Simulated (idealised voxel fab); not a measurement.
Proc. module: voxel self aligned vias
It is cross-section cut that appears here, measuring 145 nm in width, its square cells being 5 nm in size.
Bands, listed from the top down, are how a cross-section gets written in this document; the cross-section itself is a grid of square cells, and a band is one or more rows of them. The entry gives the band's vertical extent as a top height and a bottom height in nm, then its horizontal make-up as materials from left to right, each with a width in nm. "air" stands for empty space; a single material marked "edge to edge" fills the band edge to edge. Counting heights begins at 0, where everything beneath is, in the wafer as received, one material. The lowest band has no bottom; it goes on downwards, as "0..down" shows. Graded width ("30..40"): value in top row of band = first number; value in bottom row = second number; row-to-row change constant. When a step is marked "nothing altered", none of the cells in the cross-section changed during that step. "Fully sealed cavities" - sealed voids, min. 8 cells, no opening to top; format: width x height at distance (distance from left edge; nm throughout). Note: text after step settings on the step line = simulator remark on that step. If you see "overlay nm" on a step's line and that step has a mask, it's telling you how far right of where it was planned the mask ended up; a negative number means it went left instead.
Process steps foreseen in the plan
step 1: RECEIVE [material Si]
step 2: CONFORMAL_DEP [material SiO2] [thk nm 10]
step 3: CONFORMAL_DEP [material SiCN] [thk nm 5]
step 4: DIRECTIONAL_DEP [material SiO2] [thk nm 30]
step 5: MASKED_ETCH [tone open] [mask id LINES] [width nm 30] [pitch nm 55] [etch materials SiO2] [depth nm 30] [overlay nm 0]
step 6: CONFORMAL_DEP [material TiN] [thk nm 5]
step 7: FILL_DEP [material W] [thk nm 5]
step 8: CMP [height nm 45]
step 9: SELECTIVE_ETCH [etch materials W Ru TiN] [depth nm 5]
step 10: FILL_DEP [material SiN] [thk nm 5]
step 11: CMP [height nm 45]
step 12: DIRECTIONAL_DEP [material SiO2] [thk nm 15]
step 13: MASKED_ETCH [tone open] [mask id VIAS] [width nm 40] [etch materials SiO2] [depth nm 15] [overlay nm -10]
step 14: MASKED_ETCH [tone open] [mask id VIAS] [width nm 40] [etch materials SiN] [depth nm 5] [overlay nm 0]
step 15: CONFORMAL_DEP [material TiN] [thk nm 5]
step 16: FILL_DEP [material Ru] [thk nm 5]
step 17: CMP [height nm 60]
step 18: CONFORMAL_DEP [material SiN] [thk nm 5]
The wafers in this document start out alike and differ in the overlay nm applied at step 13; the plan shows the value used for the first wafer.
Cross-section: the first of several wafers in its as-received state, i.e. following step 1
* 0..down  Si edge to edge
* Fully sealed cavities: none
Here is how to read the rows: every wafer has a row, and it shows the wafer at the end of the module, giving for each material how many cells were gained (+) or lost (-) since the wafer was received, then listing its closed voids
overlay nm -10 | +15 Ru | +29 SiCN | +36 SiN | +223 SiO2 | +42 TiN | +32 W | Fully sealed cavities: none
overlay nm -5 | +16 Ru | +29 SiCN | +35 SiN | +223 SiO2 | +42 TiN | +32 W | Fully sealed cavities: none
overlay nm 0 | +16 Ru | +29 SiCN | +35 SiN | +223 SiO2 | +42 TiN | +32 W | Fully sealed cavities: none
overlay nm 5 | +16 Ru | +29 SiCN | +35 SiN | +223 SiO2 | +42 TiN | +32 W | Fully sealed cavities: none
overlay nm 10 | +15 Ru | +29 SiCN | +36 SiN | +223 SiO2 | +42 TiN | +32 W | Fully sealed cavities: none
overlay nm 15 | +14 Ru | +29 SiCN | +37 SiN | +223 SiO2 | +42 TiN | +32 W | Fully sealed cavities: none
